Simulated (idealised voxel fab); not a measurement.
The name of this process module is voxel ribs on slabs.
The cross-section on display is named cut; it measures 185 nm wide, and its cells are 5 nm squares.
Each cross-section below is a grid of square cells, stated as bands in top-down order, with one or more rows of cells making up each band.
Each band's line starts with the height of the band's top and of its bottom, in nm. Then come its materials from left to right, each with its width in nm. One material with "edge to edge" fills the band from edge to edge. "blank" is empty space.
Height 0 is the level under which the wafer as received is all one material. The lowest band goes on downwards, as in "z 0 and below".
Per-row width for "30 to 40": begins at first number (top row of band), ends at second number (bottom row), increment between rows held constant.
Where a step carries "stayed the same", the cross-section came out of it unchanged, cell for cell.
If an empty space has no open way to the top and is at least 8 cells in size, "Closed cavities" lists it, written width x height at distance, where distance is measured from the left edge and every value is in nm.
Step line, after settings: the simulator's comment on this step.
"overlay nm" answers the question of how far to the right of plan the mask lay on a step that has a mask, and when it is negative the answer is to the left.
# Listed below are the process steps as planned
1,RECEIVE,material Si
2,DIRECTIONAL_DEP,material SiO2,thk nm 30
3,DIRECTIONAL_DEP,material SiN,thk nm 15
4,DIRECTIONAL_DEP,material aC,thk nm 15
5,PATTERN,tone cover,mask id RIB,material resist,width nm 30,thk nm 35,overlay nm 0
6,DIRECTIONAL_ETCH,etch materials aC,depth nm 15
7,STRIP,etch materials resist
8,DIRECTIONAL_ETCH,etch materials SiN,depth nm 5
9,STRIP,etch materials aC
10,DIRECTIONAL_DEP,material aC,thk nm 10
11,PATTERN,tone cover,mask id SLAB,material resist,width nm 80,thk nm 30,overlay nm 0
12,DIRECTIONAL_ETCH,etch materials aC,depth nm 10
13,STRIP,etch materials resist
14,DIRECTIONAL_ETCH,etch materials SiN,depth nm 10
15,STRIP,etch materials aC
16,FILL_DEP,material SiO2,thk nm 15
17,CMP,height nm 55
18,DIRECTIONAL_DEP,material W,thk nm 10
19,MASKED_ETCH,tone cover,mask id HEATER,width nm 40,etch materials W,depth nm 10,overlay nm 0
20,CONFORMAL_DEP,material SiN,thk nm 10
# As-received state of the wafer in cross-section, equivalent to post-step 1
  z 0 and below: Si edge to edge
  Closed cavities: none
# Cross-section, first of two wafers, end of module, run as planned
  z 75 to 65: 60 nm blank, then 60 nm SiN, then 65 nm blank
  z 65 to 55: 70 nm SiN, then 40 nm W, then 75 nm SiN
  z 55 to 45: SiO2 edge to edge
  z 45 to 40: 75 nm SiO2, then 30 nm SiN, then 80 nm SiO2
  z 40 to 30: 50 nm SiO2, then 80 nm SiN, then 55 nm SiO2
  z 30 to 0: SiO2 edge to edge
  z 0 and below: Si edge to edge
  Closed cavities: none
# Wafer two cross-section, module end. Start and plan unchanged from wafer one; one mistake made during the run
  z 75 to 65: 60 nm blank, then 60 nm SiN, then 65 nm blank
  z 65 to 55: 70 nm SiN, then 40 nm W, then 75 nm SiN
  z 55 to 45: SiO2 edge to edge
  z 45 to 30: W edge to edge
  z 30 to 0: SiO2 edge to edge
  z 0 and below: Si edge to edge
  Closed cavities: none
Want to know what went wrong? it should be noted that step 3 was executed with settings other than those planned, the operation and settings actually applied being DIRECTIONAL_DEP,material W,thk nm 15
The second wafer ends with more or fewer cells of some materials than the first, per final count: 38 fewer of SiN, 73 fewer of SiO2, 111 more of W
